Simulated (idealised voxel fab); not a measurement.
process module | voxel wiring stack
cross-section cut | 210 nm wide | cells 5 nm
A cross-section is a grid of square cells, given in bands from the top down. A band is one or more rows of cells.
Each band's line starts with the height of the band's top and of its bottom, in nm. Then come its materials from left to right, each with its width in nm. One material with "throughout" fills the band from edge to edge. "air" is empty space.
Height 0 is the level under which the wafer as received is all one material. The lowest band goes on downwards, as in "0 down".
A width such as "30 to 40" changes by the same amount from each row of cells to the next, from the band's top row to its bottom row.
"no change" after a step means that no cell of the cross-section changed.
closed voids: empty space of 8 cells or more with no open way to the top, each as width x height at its distance from the left edge, in nm
after a step's settings: what the simulator itself notes on the step
overlay nm, on a step with a mask: how far to the right of its planned place the mask lay; to the left if negative
Each pair below shows a cross-section before one step and the cross-section after it, down to the lowest band that changed. The line under each pair gives the step between them, with its settings. The pairs can come from different runs of this module on the same starting wafer, so a pair continues from the pair above only where its "before" says so.
before
  0 down: Si throughout
  closed voids: none
after
  10 to 0: SiO2 throughout
  below 0: unchanged
  closed voids: none
the step between: op CONFORMAL_DEP | material SiO2 | thk nm 10
before: the cross-section after the pair above
after
  15 to 10: SiCN throughout
  below 10: unchanged
  closed voids: none
the step between: op CONFORMAL_DEP | material SiCN | thk nm 5
before: the cross-section after the pair above
after
  40 to 15: SiO2 throughout
  below 15: unchanged
  closed voids: none
the step between: op DIRECTIONAL_DEP | material SiO2 | thk nm 25
before: the cross-section after the pair above
after
  40 to 15: SiO2 65 | air 30 | SiO2 15 | air 30 | SiO2 70
  below 15: unchanged
  closed voids: none
the step between: op MASKED_ETCH | tone open | mask id METAL_1 | width nm 30 | pitch nm 45 | etch materials SiO2 | depth nm 25 | overlay nm 0
before: the cross-section after the pair above
after
  40 to 15: SiO2 65 | air 30 | SiO2 15 | air 30 | SiO2 70
  15 to 10: SiCN 65 | air 30 | SiCN 15 | air 30 | SiCN 70
  below 10: unchanged
  closed voids: none
the step between: op MASKED_ETCH | tone open | mask id METAL_1 | width nm 30 | pitch nm 45 | etch materials SiCN | depth nm 5 | overlay nm 0
before: the cross-section after the pair above
after
  45 to 40: TiN 70 | air 20 | TiN 25 | air 20 | TiN 75
  40 to 15: SiO2 65 | TiN 5 | air 20 | TiN 5 | SiO2 15 | TiN 5 | air 20 | TiN 5 | SiO2 70
  15 to 10: SiCN 65 | TiN 30 | SiCN 15 | TiN 30 | SiCN 70
  below 10: unchanged
  closed voids: none
the step between: op CONFORMAL_DEP | material TiN | thk nm 5
before: the cross-section after the pair above
after
  55 to 45: W throughout
  45 to 40: TiN 70 | W 20 | TiN 25 | W 20 | TiN 75
  40 to 15: SiO2 65 | TiN 5 | W 20 | TiN 5 | SiO2 15 | TiN 5 | W 20 | TiN 5 | SiO2 70
  below 15: unchanged
  closed voids: none
the step between: op FILL_DEP | material W | thk nm 10
before: the cross-section after the pair above
after
  40 to 15: SiO2 65 | TiN 5 | W 20 | TiN 5 | SiO2 15 | TiN 5 | W 20 | TiN 5 | SiO2 70
  below 15: unchanged
  closed voids: none
the step between: op CMP | height nm 40
before: the cross-section after the pair above
after
  45 to 40: air 60 | Ru 40 | air 5 | Ru 40 | air 65
  below 40: unchanged
  closed voids: none
the step between: op EPI | material Ru | thk nm 5
before: the cross-section after the pair above
after
  50 to 45: SiCN throughout
  45 to 40: SiCN 60 | Ru 40 | SiCN 5 | Ru 40 | SiCN 65
  below 40: unchanged
  closed voids: none
the step between: op FILL_DEP | material SiCN | thk nm 5
before: the cross-section after the pair above
after
  85 to 50: SiO2 throughout
  below 50: unchanged
  closed voids: none
the step between: op DIRECTIONAL_DEP | material SiO2 | thk nm 35
before: the cross-section after the pair above
after
  100 to 85: aC throughout
  below 85: unchanged
  closed voids: none
the step between: op DIRECTIONAL_DEP | material aC | thk nm 15
before: the cross-section after the pair above
after
  130 to 100: resist 65 | air 15 | resist 30 | air 15 | resist 85
  below 100: unchanged
  closed voids: none
the step between: op PATTERN | tone open | mask id METAL_2_HOLES | material resist | width nm 15 | pitch nm 45 | thk nm 30 | overlay nm 0
before: the cross-section after the pair above
after
  115 to 100: resist 65 | air 15 | resist 30 | air 15 | resist 85
  100 to 85: aC 65 | air 15 | aC 30 | air 15 | aC 85
  below 85: unchanged
  closed voids: none
the step between: op DIRECTIONAL_ETCH | etch materials aC | depth nm 15
before: the cross-section after the pair above
after
  100 to 85: aC 65 | air 15 | aC 30 | air 15 | aC 85
  below 85: unchanged
  closed voids: none
the step between: op STRIP | etch materials resist
before: the cross-section after the pair above
after
  100 to 85: aC 65 | air 15 | aC 30 | air 15 | aC 85
  85 to 50: SiO2 65 | air 15 | SiO2 30 | air 15 | SiO2 85
  below 50: unchanged
  closed voids: none
the step between: op DIRECTIONAL_ETCH | etch materials SiO2 | depth nm 35
before: the cross-section after the pair above
after
  85 to 50: SiO2 65 | air 15 | SiO2 30 | air 15 | SiO2 85
  below 50: unchanged
  closed voids: none
the step between: op STRIP | etch materials aC
before: the cross-section after the pair above
after
  105 to 85: resist 65 | air 30 | resist 15 | air 30 | resist 70
  below 85: unchanged
  closed voids: none
the step between: op PATTERN | tone open | mask id METAL_2 | material resist | width nm 30 | pitch nm 45 | thk nm 20 | overlay nm 0
before: the cross-section after the pair above
after
  105 to 85: resist 65 | air 30 | resist 15 | air 30 | resist 70
  85 to 65: SiO2 65 | air 30 | SiO2 15 | air 30 | SiO2 70
  below 65: unchanged
  closed voids: none
the step between: op DIRECTIONAL_ETCH | etch materials SiO2 | depth nm 20
before: the cross-section after the pair above
after
  105 to 85: resist 65 | air 30 | resist 15 | air 30 | resist 70
  85 to 65: SiO2 65 | air 30 | SiO2 15 | air 30 | SiO2 70
  65 to 50: SiO2 65 | air 15 | SiO2 30 | air 15 | SiO2 85
  50 to 45: SiCN 65 | air 15 | SiCN 30 | air 15 | SiCN 85
  below 45: unchanged
  closed voids: none
the step between: op DIRECTIONAL_ETCH | etch materials SiCN | depth nm 5
before: the cross-section after the pair above
after
  85 to 65: SiO2 65 | air 30 | SiO2 15 | air 30 | SiO2 70
  below 65: unchanged
  closed voids: none
the step between: op STRIP | etch materials resist
before: the cross-section after the pair above
after
  90 to 85: TiN 70 | air 20 | TiN 25 | air 20 | TiN 75
  85 to 70: SiO2 65 | TiN 5 | air 20 | TiN 5 | SiO2 15 | TiN 5 | air 20 | TiN 5 | SiO2 70
  70 to 65: SiO2 65 | TiN 5 | air 5 | TiN 20 | SiO2 15 | TiN 5 | air 5 | TiN 20 | SiO2 70
  65 to 50: SiO2 65 | TiN 5 | air 5 | TiN 5 | SiO2 30 | TiN 5 | air 5 | TiN 5 | SiO2 85
  50 to 45: SiCN 65 | TiN 15 | SiCN 30 | TiN 15 | SiCN 85
  below 45: unchanged
  closed voids: none
the step between: op CONFORMAL_DEP | material TiN | thk nm 5
before: the cross-section after the pair above
after
  100 to 90: Cu throughout
  90 to 85: TiN 70 | Cu 20 | TiN 25 | Cu 20 | TiN 75
  85 to 70: SiO2 65 | TiN 5 | Cu 20 | TiN 5 | SiO2 15 | TiN 5 | Cu 20 | TiN 5 | SiO2 70
  70 to 65: SiO2 65 | TiN 5 | Cu 5 | TiN 20 | SiO2 15 | TiN 5 | Cu 5 | TiN 20 | SiO2 70
  65 to 50: SiO2 65 | TiN 5 | Cu 5 | TiN 5 | SiO2 30 | TiN 5 | Cu 5 | TiN 5 | SiO2 85
  below 50: unchanged
  closed voids: none
the step between: op FILL_DEP | material Cu | thk nm 10
before: the cross-section after the pair above
after
  85 to 70: SiO2 65 | TiN 5 | Cu 20 | TiN 5 | SiO2 15 | TiN 5 | Cu 20 | TiN 5 | SiO2 70
  below 70: unchanged
  closed voids: none
the step between: op CMP | height nm 85
before: the cross-section after the pair above
after
  90 to 85: SiCN throughout
  below 85: unchanged
  closed voids: none
the step between: op CONFORMAL_DEP | material SiCN | thk nm 5
before
  0 down: Si throughout
  closed voids: none
after
  5 to 0: SiCN throughout
  below 0: unchanged
  closed voids: none
the step between: op CONFORMAL_DEP | material SiCN | thk nm 5
before: the cross-section after the pair above
after
  30 to 5: SiO2 throughout
  below 5: unchanged
  closed voids: none
the step between: op DIRECTIONAL_DEP | material SiO2 | thk nm 25
before: the cross-section after the pair above
after
  30 to 5: SiO2 65 | air 30 | SiO2 15 | air 30 | SiO2 70
  below 5: unchanged
  closed voids: none
the step between: op MASKED_ETCH | tone open | mask id METAL_1 | width nm 30 | pitch nm 45 | etch materials SiO2 | depth nm 25 | overlay nm 0
before: the cross-section after the pair above
after
  30 to 5: SiO2 65 | air 30 | SiO2 15 | air 30 | SiO2 70
  5 to 0: SiCN 65 | air 30 | SiCN 15 | air 30 | SiCN 70
  below 0: unchanged
  closed voids: none
the step between: op MASKED_ETCH | tone open | mask id METAL_1 | width nm 30 | pitch nm 45 | etch materials SiCN | depth nm 5 | overlay nm 0
before: the cross-section after the pair above
after
  35 to 30: TiN 70 | air 20 | TiN 25 | air 20 | TiN 75
  30 to 5: SiO2 65 | TiN 5 | air 20 | TiN 5 | SiO2 15 | TiN 5 | air 20 | TiN 5 | SiO2 70
  5 to 0: SiCN 65 | TiN 30 | SiCN 15 | TiN 30 | SiCN 70
  below 0: unchanged
  closed voids: none
the step between: op CONFORMAL_DEP | material TiN | thk nm 5
before: the cross-section after the pair above
after
  45 to 35: W throughout
  35 to 30: TiN 70 | W 20 | TiN 25 | W 20 | TiN 75
  30 to 5: SiO2 65 | TiN 5 | W 20 | TiN 5 | SiO2 15 | TiN 5 | W 20 | TiN 5 | SiO2 70
  below 5: unchanged
  closed voids: none
the step between: op FILL_DEP | material W | thk nm 10
before: the cross-section after the pair above
after
  40 to 35: W throughout
  below 35: unchanged
  closed voids: none
the step between: op CMP | height nm 40
before: the cross-section after the pair above
after
  45 to 40: Ru throughout
  below 40: unchanged
  closed voids: none
the step between: op EPI | material Ru | thk nm 5
before: the cross-section after the pair above
after
  50 to 45: SiCN throughout
  below 45: unchanged
  closed voids: none
the step between: op FILL_DEP | material SiCN | thk nm 5
before: the cross-section after the pair above
after
  85 to 50: SiO2 throughout
  below 50: unchanged
  closed voids: none
the step between: op DIRECTIONAL_DEP | material SiO2 | thk nm 35
before: the cross-section after the pair above
after
  100 to 85: aC throughout
  below 85: unchanged
  closed voids: none
the step between: op DIRECTIONAL_DEP | material aC | thk nm 15
before: the cross-section after the pair above
after
  130 to 100: resist 65 | air 15 | resist 30 | air 15 | resist 85
  below 100: unchanged
  closed voids: none
the step between: op PATTERN | tone open | mask id METAL_2_HOLES | material resist | width nm 15 | pitch nm 45 | thk nm 30 | overlay nm 0
before: the cross-section after the pair above
after
  115 to 100: resist 65 | air 15 | resist 30 | air 15 | resist 85
  100 to 85: aC 65 | air 15 | aC 30 | air 15 | aC 85
  below 85: unchanged
  closed voids: none
the step between: op DIRECTIONAL_ETCH | etch materials aC | depth nm 15
before: the cross-section after the pair above
after
  100 to 85: aC 65 | air 15 | aC 30 | air 15 | aC 85
  below 85: unchanged
  closed voids: none
the step between: op STRIP | etch materials resist
before: the cross-section after the pair above
after
  100 to 85: aC 65 | air 15 | aC 30 | air 15 | aC 85
  85 to 50: SiO2 65 | air 15 | SiO2 30 | air 15 | SiO2 85
  below 50: unchanged
  closed voids: none
the step between: op DIRECTIONAL_ETCH | etch materials SiO2 | depth nm 35
before: the cross-section after the pair above
after
  85 to 50: SiO2 65 | air 15 | SiO2 30 | air 15 | SiO2 85
  below 50: unchanged
  closed voids: none
the step between: op STRIP | etch materials aC
before: the cross-section after the pair above
after
  105 to 85: resist 65 | air 30 | resist 15 | air 30 | resist 70
  below 85: unchanged
  closed voids: none
the step between: op PATTERN | tone open | mask id METAL_2 | material resist | width nm 30 | pitch nm 45 | thk nm 20 | overlay nm 0
before: the cross-section after the pair above
after
  105 to 85: resist 65 | air 30 | resist 15 | air 30 | resist 70
  85 to 65: SiO2 65 | air 30 | SiO2 15 | air 30 | SiO2 70
  below 65: unchanged
  closed voids: none
the step between: op DIRECTIONAL_ETCH | etch materials SiO2 | depth nm 20
before: the cross-section after the pair above
after
  105 to 85: resist 65 | air 30 | resist 15 | air 30 | resist 70
  85 to 65: SiO2 65 | air 30 | SiO2 15 | air 30 | SiO2 70
  65 to 50: SiO2 65 | air 15 | SiO2 30 | air 15 | SiO2 85
  50 to 45: SiCN 65 | air 15 | SiCN 30 | air 15 | SiCN 85
  below 45: unchanged
  closed voids: none
the step between: op DIRECTIONAL_ETCH | etch materials SiCN | depth nm 5
before: the cross-section after the pair above
after
  85 to 65: SiO2 65 | air 30 | SiO2 15 | air 30 | SiO2 70
  below 65: unchanged
  closed voids: none
the step between: op STRIP | etch materials resist
before: the cross-section after the pair above
after
  90 to 85: TiN 70 | air 20 | TiN 25 | air 20 | TiN 75
  85 to 70: SiO2 65 | TiN 5 | air 20 | TiN 5 | SiO2 15 | TiN 5 | air 20 | TiN 5 | SiO2 70
  70 to 65: SiO2 65 | TiN 5 | air 5 | TiN 20 | SiO2 15 | TiN 5 | air 5 | TiN 20 | SiO2 70
  65 to 50: SiO2 65 | TiN 5 | air 5 | TiN 5 | SiO2 30 | TiN 5 | air 5 | TiN 5 | SiO2 85
  50 to 45: SiCN 65 | TiN 15 | SiCN 30 | TiN 15 | SiCN 85
  below 45: unchanged
  closed voids: none
the step between: op CONFORMAL_DEP | material TiN | thk nm 5
before: the cross-section after the pair above
after
  100 to 90: Cu throughout
  90 to 85: TiN 70 | Cu 20 | TiN 25 | Cu 20 | TiN 75
  85 to 70: SiO2 65 | TiN 5 | Cu 20 | TiN 5 | SiO2 15 | TiN 5 | Cu 20 | TiN 5 | SiO2 70
  70 to 65: SiO2 65 | TiN 5 | Cu 5 | TiN 20 | SiO2 15 | TiN 5 | Cu 5 | TiN 20 | SiO2 70
  65 to 50: SiO2 65 | TiN 5 | Cu 5 | TiN 5 | SiO2 30 | TiN 5 | Cu 5 | TiN 5 | SiO2 85
  below 50: unchanged
  closed voids: none
the step between: op FILL_DEP | material Cu | thk nm 10
before: the cross-section after the pair above
after
  85 to 70: SiO2 65 | TiN 5 | Cu 20 | TiN 5 | SiO2 15 | TiN 5 | Cu 20 | TiN 5 | SiO2 70
  below 70: unchanged
  closed voids: none
the step between: op CMP | height nm 85
before: the cross-section after the pair above
after
  90 to 85: SiCN throughout
  below 85: unchanged
  closed voids: none
the step between: op CONFORMAL_DEP | material SiCN | thk nm 5
before
  105 to 85: resist 65 | air 30 | resist 15 | air 30 | resist 70
  85 to 65: SiO2 65 | air 30 | SiO2 15 | air 30 | SiO2 70
  65 to 50: SiO2 65 | air 15 | SiO2 30 | air 15 | SiO2 85
  50 to 45: SiCN throughout
  45 to 40: SiCN 60 | Ru 40 | SiCN 5 | Ru 40 | SiCN 65
  40 to 15: SiO2 65 | TiN 5 | W 20 | TiN 5 | SiO2 15 | TiN 5 | W 20 | TiN 5 | SiO2 70
  15 to 10: SiCN 65 | TiN 30 | SiCN 15 | TiN 30 | SiCN 70
  10 to 0: SiO2 throughout
  0 down: Si throughout
  closed voids: none
after
  105 to 85: resist 65 | air 30 | resist 15 | air 30 | resist 70
  85 to 50: SiO2 65 | air 30 | SiO2 15 | air 30 | SiO2 70
  below 50: unchanged
  closed voids: none
the step between: op DIRECTIONAL_ETCH | etch materials SiO2 | depth nm 20
before: the cross-section after the pair above
after
  105 to 85: resist 65 | air 30 | resist 15 | air 30 | resist 70
  85 to 50: SiO2 65 | air 30 | SiO2 15 | air 30 | SiO2 70
  50 to 45: SiCN 65 | air 30 | SiCN 15 | air 30 | SiCN 70
  below 45: unchanged
  closed voids: none
the step between: op DIRECTIONAL_ETCH | etch materials SiCN | depth nm 5
before: the cross-section after the pair above
after
  85 to 50: SiO2 65 | air 30 | SiO2 15 | air 30 | SiO2 70
  below 50: unchanged
  closed voids: none
the step between: op STRIP | etch materials resist
before: the cross-section after the pair above
after
  90 to 85: TiN 70 | air 20 | TiN 25 | air 20 | TiN 75
  85 to 50: SiO2 65 | TiN 5 | air 20 | TiN 5 | SiO2 15 | TiN 5 | air 20 | TiN 5 | SiO2 70
  50 to 45: SiCN 65 | TiN 30 | SiCN 15 | TiN 30 | SiCN 70
  below 45: unchanged
  closed voids: none
the step between: op CONFORMAL_DEP | material TiN | thk nm 5
before: the cross-section after the pair above
after
  100 to 90: Cu throughout
  90 to 85: TiN 70 | Cu 20 | TiN 25 | Cu 20 | TiN 75
  85 to 50: SiO2 65 | TiN 5 | Cu 20 | TiN 5 | SiO2 15 | TiN 5 | Cu 20 | TiN 5 | SiO2 70
  below 50: unchanged
  closed voids: none
the step between: op FILL_DEP | material Cu | thk nm 10
before: the cross-section after the pair above
after
  85 to 50: SiO2 65 | TiN 5 | Cu 20 | TiN 5 | SiO2 15 | TiN 5 | Cu 20 | TiN 5 | SiO2 70
  below 50: unchanged
  closed voids: none
the step between: op CMP | height nm 85
before: the cross-section after the pair above
after
  90 to 85: SiCN throughout
  below 85: unchanged
  closed voids: none
the step between: op CONFORMAL_DEP | material SiCN | thk nm 5
before
  5 to 0: SiCN throughout
  0 down: Si throughout
  closed voids: none
after
  15 to 5: SiO2 throughout
  below 5: unchanged
  closed voids: none
the step between: op CONFORMAL_DEP | material SiO2 | thk nm 10
before: the cross-section after the pair above
after
  40 to 5: SiO2 throughout
  below 5: unchanged
  closed voids: none
the step between: op DIRECTIONAL_DEP | material SiO2 | thk nm 25
before: the cross-section after the pair above
after
  40 to 15: SiO2 65 | air 30 | SiO2 15 | air 30 | SiO2 70
  below 15: unchanged
  closed voids: none
the step between: op MASKED_ETCH | tone open | mask id METAL_1 | width nm 30 | pitch nm 45 | etch materials SiO2 | depth nm 25 | overlay nm 0
before: the cross-section after the pair above
after
  45 to 40: TiN 70 | air 20 | TiN 25 | air 20 | TiN 75
  40 to 20: SiO2 65 | TiN 5 | air 20 | TiN 5 | SiO2 15 | TiN 5 | air 20 | TiN 5 | SiO2 70
  20 to 15: SiO2 65 | TiN 30 | SiO2 15 | TiN 30 | SiO2 70
  below 15: unchanged
  closed voids: none
the step between: op CONFORMAL_DEP | material TiN | thk nm 5
before: the cross-section after the pair above
after
  55 to 45: W throughout
  45 to 40: TiN 70 | W 20 | TiN 25 | W 20 | TiN 75
  40 to 20: SiO2 65 | TiN 5 | W 20 | TiN 5 | SiO2 15 | TiN 5 | W 20 | TiN 5 | SiO2 70
  below 20: unchanged
  closed voids: none
the step between: op FILL_DEP | material W | thk nm 10
before: the cross-section after the pair above
after
  40 to 20: SiO2 65 | TiN 5 | W 20 | TiN 5 | SiO2 15 | TiN 5 | W 20 | TiN 5 | SiO2 70
  below 20: unchanged
  closed voids: none
the step between: op CMP | height nm 40
before: the cross-section after the pair above
after
  45 to 40: air 60 | Ru 40 | air 5 | Ru 40 | air 65
  below 40: unchanged
  closed voids: none
the step between: op EPI | material Ru | thk nm 5
before: the cross-section after the pair above
after
  50 to 45: SiCN throughout
  45 to 40: SiCN 60 | Ru 40 | SiCN 5 | Ru 40 | SiCN 65
  below 40: unchanged
  closed voids: none
the step between: op FILL_DEP | material SiCN | thk nm 5
before: the cross-section after the pair above
after
  85 to 50: SiO2 throughout
  below 50: unchanged
  closed voids: none
the step between: op DIRECTIONAL_DEP | material SiO2 | thk nm 35
before: the cross-section after the pair above
after
  100 to 85: aC throughout
  below 85: unchanged
  closed voids: none
the step between: op DIRECTIONAL_DEP | material aC | thk nm 15
before: the cross-section after the pair above
after
  130 to 100: resist 65 | air 15 | resist 30 | air 15 | resist 85
  below 100: unchanged
  closed voids: none
the step between: op PATTERN | tone open | mask id METAL_2_HOLES | material resist | width nm 15 | pitch nm 45 | thk nm 30 | overlay nm 0
before: the cross-section after the pair above
after
  115 to 100: resist 65 | air 15 | resist 30 | air 15 | resist 85
  100 to 85: aC 65 | air 15 | aC 30 | air 15 | aC 85
  below 85: unchanged
  closed voids: none
the step between: op DIRECTIONAL_ETCH | etch materials aC | depth nm 15
before: the cross-section after the pair above
after
  100 to 85: aC 65 | air 15 | aC 30 | air 15 | aC 85
  below 85: unchanged
  closed voids: none
the step between: op STRIP | etch materials resist
before: the cross-section after the pair above
after
  100 to 85: aC 65 | air 15 | aC 30 | air 15 | aC 85
  85 to 50: SiO2 65 | air 15 | SiO2 30 | air 15 | SiO2 85
  below 50: unchanged
  closed voids: none
the step between: op DIRECTIONAL_ETCH | etch materials SiO2 | depth nm 35
before: the cross-section after the pair above
after
  85 to 50: SiO2 65 | air 15 | SiO2 30 | air 15 | SiO2 85
  below 50: unchanged
  closed voids: none
the step between: op STRIP | etch materials aC
before: the cross-section after the pair above
after
  105 to 85: resist 65 | air 30 | resist 15 | air 30 | resist 70
  below 85: unchanged
  closed voids: none
the step between: op PATTERN | tone open | mask id METAL_2 | material resist | width nm 30 | pitch nm 45 | thk nm 20 | overlay nm 0
before: the cross-section after the pair above
after
  105 to 85: resist 65 | air 30 | resist 15 | air 30 | resist 70
  85 to 65: SiO2 65 | air 30 | SiO2 15 | air 30 | SiO2 70
  below 65: unchanged
  closed voids: none
the step between: op DIRECTIONAL_ETCH | etch materials SiO2 | depth nm 20
before: the cross-section after the pair above
after
  105 to 85: resist 65 | air 30 | resist 15 | air 30 | resist 70
  85 to 65: SiO2 65 | air 30 | SiO2 15 | air 30 | SiO2 70
  65 to 50: SiO2 65 | air 15 | SiO2 30 | air 15 | SiO2 85
  50 to 45: SiCN 65 | air 15 | SiCN 30 | air 15 | SiCN 85
  below 45: unchanged
  closed voids: none
the step between: op DIRECTIONAL_ETCH | etch materials SiCN | depth nm 5
before: the cross-section after the pair above
after
  85 to 65: SiO2 65 | air 30 | SiO2 15 | air 30 | SiO2 70
  below 65: unchanged
  closed voids: none
the step between: op STRIP | etch materials resist
before: the cross-section after the pair above
after
  90 to 85: TiN 70 | air 20 | TiN 25 | air 20 | TiN 75
  85 to 70: SiO2 65 | TiN 5 | air 20 | TiN 5 | SiO2 15 | TiN 5 | air 20 | TiN 5 | SiO2 70
  70 to 65: SiO2 65 | TiN 5 | air 5 | TiN 20 | SiO2 15 | TiN 5 | air 5 | TiN 20 | SiO2 70
  65 to 50: SiO2 65 | TiN 5 | air 5 | TiN 5 | SiO2 30 | TiN 5 | air 5 | TiN 5 | SiO2 85
  50 to 45: SiCN 65 | TiN 15 | SiCN 30 | TiN 15 | SiCN 85
  below 45: unchanged
  closed voids: none
the step between: op CONFORMAL_DEP | material TiN | thk nm 5
before: the cross-section after the pair above
after
  100 to 90: Cu throughout
  90 to 85: TiN 70 | Cu 20 | TiN 25 | Cu 20 | TiN 75
  85 to 70: SiO2 65 | TiN 5 | Cu 20 | TiN 5 | SiO2 15 | TiN 5 | Cu 20 | TiN 5 | SiO2 70
  70 to 65: SiO2 65 | TiN 5 | Cu 5 | TiN 20 | SiO2 15 | TiN 5 | Cu 5 | TiN 20 | SiO2 70
  65 to 50: SiO2 65 | TiN 5 | Cu 5 | TiN 5 | SiO2 30 | TiN 5 | Cu 5 | TiN 5 | SiO2 85
  below 50: unchanged
  closed voids: none
the step between: op FILL_DEP | material Cu | thk nm 10
before: the cross-section after the pair above
after
  85 to 70: SiO2 65 | TiN 5 | Cu 20 | TiN 5 | SiO2 15 | TiN 5 | Cu 20 | TiN 5 | SiO2 70
  below 70: unchanged
  closed voids: none
the step between: op CMP | height nm 85
before: the cross-section after the pair above
after
  90 to 85: SiCN throughout
  below 85: unchanged
  closed voids: none
the step between: op CONFORMAL_DEP | material SiCN | thk nm 5
before
  0 down: Si throughout
  closed voids: none
after
  15 to 0: SiO2 throughout
  below 0: unchanged
  closed voids: none
the step between: op CONFORMAL_DEP | material SiO2 | thk nm 15
before: the cross-section after the pair above
after
  20 to 15: SiCN throughout
  below 15: unchanged
  closed voids: none
the step between: op CONFORMAL_DEP | material SiCN | thk nm 5
before: the cross-section after the pair above
after
  45 to 20: SiO2 throughout
  below 20: unchanged
  closed voids: none
the step between: op DIRECTIONAL_DEP | material SiO2 | thk nm 25
before: the cross-section after the pair above
after
  45 to 20: SiO2 65 | air 30 | SiO2 15 | air 30 | SiO2 70
  below 20: unchanged
  closed voids: none
the step between: op MASKED_ETCH | tone open | mask id METAL_1 | width nm 30 | pitch nm 45 | etch materials SiO2 | depth nm 25 | overlay nm 0
before: the cross-section after the pair above
after
  45 to 20: SiO2 65 | air 30 | SiO2 15 | air 30 | SiO2 70
  20 to 15: SiCN 65 | air 30 | SiCN 15 | air 30 | SiCN 70
  below 15: unchanged
  closed voids: none
the step between: op MASKED_ETCH | tone open | mask id METAL_1 | width nm 30 | pitch nm 45 | etch materials SiCN | depth nm 5 | overlay nm 0
before: the cross-section after the pair above
after
  50 to 45: TiN 70 | air 20 | TiN 25 | air 20 | TiN 75
  45 to 20: SiO2 65 | TiN 5 | air 20 | TiN 5 | SiO2 15 | TiN 5 | air 20 | TiN 5 | SiO2 70
  20 to 15: SiCN 65 | TiN 30 | SiCN 15 | TiN 30 | SiCN 70
  below 15: unchanged
  closed voids: none
the step between: op CONFORMAL_DEP | material TiN | thk nm 5
before: the cross-section after the pair above
after
  60 to 50: W throughout
  50 to 45: TiN 70 | W 20 | TiN 25 | W 20 | TiN 75
  45 to 20: SiO2 65 | TiN 5 | W 20 | TiN 5 | SiO2 15 | TiN 5 | W 20 | TiN 5 | SiO2 70
  below 20: unchanged
  closed voids: none
the step between: op FILL_DEP | material W | thk nm 10
before: the cross-section after the pair above
after
  40 to 20: SiO2 65 | TiN 5 | W 20 | TiN 5 | SiO2 15 | TiN 5 | W 20 | TiN 5 | SiO2 70
  below 20: unchanged
  closed voids: none
the step between: op CMP | height nm 40
before: the cross-section after the pair above
after
  45 to 40: air 60 | Ru 40 | air 5 | Ru 40 | air 65
  below 40: unchanged
  closed voids: none
the step between: op EPI | material Ru | thk nm 5
before: the cross-section after the pair above
after
  50 to 45: SiCN throughout
  45 to 40: SiCN 60 | Ru 40 | SiCN 5 | Ru 40 | SiCN 65
  below 40: unchanged
  closed voids: none
the step between: op FILL_DEP | material SiCN | thk nm 5
before: the cross-section after the pair above
after
  85 to 50: SiO2 throughout
  below 50: unchanged
  closed voids: none
the step between: op DIRECTIONAL_DEP | material SiO2 | thk nm 35
before: the cross-section after the pair above
after
  100 to 85: aC throughout
  below 85: unchanged
  closed voids: none
the step between: op DIRECTIONAL_DEP | material aC | thk nm 15
before: the cross-section after the pair above
after
  130 to 100: resist 65 | air 15 | resist 30 | air 15 | resist 85
  below 100: unchanged
  closed voids: none
the step between: op PATTERN | tone open | mask id METAL_2_HOLES | material resist | width nm 15 | pitch nm 45 | thk nm 30 | overlay nm 0
before: the cross-section after the pair above
after
  115 to 100: resist 65 | air 15 | resist 30 | air 15 | resist 85
  100 to 85: aC 65 | air 15 | aC 30 | air 15 | aC 85
  below 85: unchanged
  closed voids: none
the step between: op DIRECTIONAL_ETCH | etch materials aC | depth nm 15
before: the cross-section after the pair above
after
  100 to 85: aC 65 | air 15 | aC 30 | air 15 | aC 85
  below 85: unchanged
  closed voids: none
the step between: op STRIP | etch materials resist
before: the cross-section after the pair above
after
  100 to 85: aC 65 | air 15 | aC 30 | air 15 | aC 85
  85 to 50: SiO2 65 | air 15 | SiO2 30 | air 15 | SiO2 85
  below 50: unchanged
  closed voids: none
the step between: op DIRECTIONAL_ETCH | etch materials SiO2 | depth nm 35
before: the cross-section after the pair above
after
  85 to 50: SiO2 65 | air 15 | SiO2 30 | air 15 | SiO2 85
  below 50: unchanged
  closed voids: none
the step between: op STRIP | etch materials aC
before: the cross-section after the pair above
after
  105 to 85: resist 65 | air 30 | resist 15 | air 30 | resist 70
  below 85: unchanged
  closed voids: none
the step between: op PATTERN | tone open | mask id METAL_2 | material resist | width nm 30 | pitch nm 45 | thk nm 20 | overlay nm 0
before: the cross-section after the pair above
after
  105 to 85: resist 65 | air 30 | resist 15 | air 30 | resist 70
  85 to 65: SiO2 65 | air 30 | SiO2 15 | air 30 | SiO2 70
  below 65: unchanged
  closed voids: none
the step between: op DIRECTIONAL_ETCH | etch materials SiO2 | depth nm 20
before: the cross-section after the pair above
after
  105 to 85: resist 65 | air 30 | resist 15 | air 30 | resist 70
  85 to 65: SiO2 65 | air 30 | SiO2 15 | air 30 | SiO2 70
  65 to 50: SiO2 65 | air 15 | SiO2 30 | air 15 | SiO2 85
  50 to 45: SiCN 65 | air 15 | SiCN 30 | air 15 | SiCN 85
  below 45: unchanged
  closed voids: none
the step between: op DIRECTIONAL_ETCH | etch materials SiCN | depth nm 5
before: the cross-section after the pair above
after
  85 to 65: SiO2 65 | air 30 | SiO2 15 | air 30 | SiO2 70
  below 65: unchanged
  closed voids: none
the step between: op STRIP | etch materials resist
before: the cross-section after the pair above
after
  90 to 85: TiN 70 | air 20 | TiN 25 | air 20 | TiN 75
  85 to 70: SiO2 65 | TiN 5 | air 20 | TiN 5 | SiO2 15 | TiN 5 | air 20 | TiN 5 | SiO2 70
  70 to 65: SiO2 65 | TiN 5 | air 5 | TiN 20 | SiO2 15 | TiN 5 | air 5 | TiN 20 | SiO2 70
  65 to 50: SiO2 65 | TiN 5 | air 5 | TiN 5 | SiO2 30 | TiN 5 | air 5 | TiN 5 | SiO2 85
  50 to 45: SiCN 65 | TiN 15 | SiCN 30 | TiN 15 | SiCN 85
  below 45: unchanged
  closed voids: none
the step between: op CONFORMAL_DEP | material TiN | thk nm 5
before: the cross-section after the pair above
after
  100 to 90: Cu throughout
  90 to 85: TiN 70 | Cu 20 | TiN 25 | Cu 20 | TiN 75
  85 to 70: SiO2 65 | TiN 5 | Cu 20 | TiN 5 | SiO2 15 | TiN 5 | Cu 20 | TiN 5 | SiO2 70
  70 to 65: SiO2 65 | TiN 5 | Cu 5 | TiN 20 | SiO2 15 | TiN 5 | Cu 5 | TiN 20 | SiO2 70
  65 to 50: SiO2 65 | TiN 5 | Cu 5 | TiN 5 | SiO2 30 | TiN 5 | Cu 5 | TiN 5 | SiO2 85
  below 50: unchanged
  closed voids: none
the step between: op FILL_DEP | material Cu | thk nm 10
before: the cross-section after the pair above
after
  85 to 70: SiO2 65 | TiN 5 | Cu 20 | TiN 5 | SiO2 15 | TiN 5 | Cu 20 | TiN 5 | SiO2 70
  below 70: unchanged
  closed voids: none
the step between: op CMP | height nm 85
before: the cross-section after the pair above
after
  90 to 85: SiCN throughout
  below 85: unchanged
  closed voids: none
the step between: op CONFORMAL_DEP | material SiCN | thk nm 5
